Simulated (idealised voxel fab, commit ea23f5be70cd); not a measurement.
Process module, titled voxel capacitor over wiring
cross-section cut | 185 nm wide | cells 5 nm
Reading order for cross-sections: top band down to bottom band. Underlying form: a grid of square cells. Band size: one or more rows of cells.
In this notation a band is specified by the heights of its top and bottom, in that order and in nm, after which its materials appear from left to right, each paired with its width in nm. The word "everywhere" attached to a single material means that material fills the band from edge to edge; the word "air" stands for empty space.
Height reference: 0 = level under which incoming wafer is all one material. Lowest band: no bottom, runs on downward, e.g. "z 0 and below".
You'd read "30->40" like this: the band's top row of cells is as wide as the first number, its bottom row is as wide as the second, and going down, every row changes width by the same amount as the row before did.
"no change" (step): cross-section cells unchanged, all of them.
Entry "Enclosed internal cavities" = empty spaces >= 8 cells with no open way to the top; each as width x height at distance, distance from left edge, all nm.
Text after the settings on a step's line: the simulator's own remark on that step.
"overlay nm" on a masked step: distance the mask lay right of its planned place, negative for left.
Set out below are the planned steps of the process:
1) RECEIVE: material Si
2) CONFORMAL_DEP: material SiO2, thk nm 15
3) CONFORMAL_DEP: material SiCN, thk nm 5
4) DIRECTIONAL_DEP: material lowk, thk nm 20
5) DIRECTIONAL_DEP: material aC, thk nm 15
6) PATTERN: tone open, mask id METAL_1, material resist, width nm 20, pitch nm 75, thk nm 35, overlay nm 0
7) DIRECTIONAL_ETCH: etch materials aC, depth nm 15
8) STRIP: etch materials resist
9) DIRECTIONAL_ETCH: etch materials lowk, depth nm 20
10) DIRECTIONAL_ETCH: etch materials SiCN, depth nm 5
11) STRIP: etch materials aC
12) CONFORMAL_DEP: material TiN, thk nm 5
13) FILL_DEP: material W, thk nm 5
14) CMP: height nm 40
15) CONFORMAL_DEP: material SiCN, thk nm 5
16) DIRECTIONAL_DEP: material SiO2, thk nm 15
17) PATTERN: tone open, mask id PLUG_1, material resist, width nm 15, thk nm 20, overlay nm 0
18) DIRECTIONAL_ETCH: etch materials SiO2, depth nm 15
19) DIRECTIONAL_ETCH: etch materials SiCN, depth nm 5
20) STRIP: etch materials resist
21) EPI: material Ru, thk nm 10
22) EPI: material Ru, thk nm 10
23) DIRECTIONAL_DEP: material TiN, thk nm 5
24) DIRECTIONAL_DEP: material Al2O3, thk nm 5
25) DIRECTIONAL_DEP: material TiN, thk nm 5
26) DIRECTIONAL_DEP: material aC, thk nm 15
27) PATTERN: tone cover, mask id UPPER_PLATE, material resist, width nm 60, thk nm 30, overlay nm 0
28) DIRECTIONAL_ETCH: etch materials aC, depth nm 15
29) STRIP: etch materials resist
30) DIRECTIONAL_ETCH: etch materials TiN, depth nm 5
31) DIRECTIONAL_ETCH: etch materials Al2O3, depth nm 5
32) STRIP: etch materials aC
33) PATTERN: tone cover, mask id LOWER_PLATE, material resist, width nm 70, thk nm 20, overlay nm 0
34) DIRECTIONAL_ETCH: etch materials TiN, depth nm 5
35) STRIP: etch materials resist
36) FILL_DEP: material SiO2, thk nm 15
37) CMP: height nm 85
38) MASKED_ETCH: tone open, mask id PLUG_2, width nm 15, etch materials SiO2, depth nm 10, overlay nm 0
39) CONFORMAL_DEP: material TiN, thk nm 5
40) FILL_DEP: material Ru, thk nm 5
41) CMP: height nm 85
42) CONFORMAL_DEP: material SiN, thk nm 5
Cross-sectional view of the wafer in its as-received condition, corresponding to the state after step 1:
* z 0 and below | Si everywhere
* Enclosed internal cavities: none
Below is the wafer in cross-section after the module was completed. It began from the starting point shown above and followed the plan shown above, except that one mistake was made while running it:
* z 90 to 85 | SiN everywhere
* z 85 to 80 | SiO2 60 nm, then TiN 5 nm, then Ru 5 nm, then TiN 5 nm, then SiO2 110 nm
* z 80 to 75 | SiO2 60 nm, then TiN 15 nm, then SiO2 110 nm
* z 75 to 70 | SiO2 50 nm, then TiN 15 nm, then SiO2 35 nm, then TiN 10 nm, then SiO2 75 nm
* z 70 to 65 | SiO2 50 nm, then Al2O3 15 nm, then SiO2 35 nm, then Al2O3 10 nm, then SiO2 75 nm
* z 65 to 60 | SiO2 45 nm, then TiN 20 nm, then SiO2 35 nm, then TiN 15 nm, then SiO2 70 nm
* z 60 to 55 | SiO2 25 nm, then Ru 25 nm, then SiO2 50 nm, then Ru 60 nm, then SiO2 25 nm
* z 55 to 50 | SiO2 25 nm, then Ru 25 nm, then SiO2 15 nm, then TiN 35 nm, then Ru 60 nm, then SiO2 25 nm
* z 50 to 45 | SiO2 25 nm, then Ru 25 nm, then SiO2 15 nm, then Al2O3 35 nm, then Ru 60 nm, then SiO2 25 nm
* z 45 to 40 | SiO2 25 nm, then Ru 25 nm, then SiCN 15 nm, then TiN 35 nm, then Ru 60 nm, then SiO2 25 nm
* z 40 to 20 | lowk 45 nm, then TiN 5 nm, then W 10 nm, then TiN 5 nm, then lowk 55 nm, then TiN 5 nm, then W 10 nm, then TiN 5 nm, then lowk 45 nm
* z 20 to 15 | SiCN 45 nm, then TiN 20 nm, then SiCN 55 nm, then TiN 20 nm, then SiCN 45 nm
* z 15 to 0 | SiO2 everywhere
* z 0 and below | Si everywhere
* Enclosed internal cavities: none
Want to know what went wrong? step 17 off recipe, ran as PATTERN: tone cover, mask id PLUG_1, material resist, width nm 15, thk nm 20, overlay nm 0
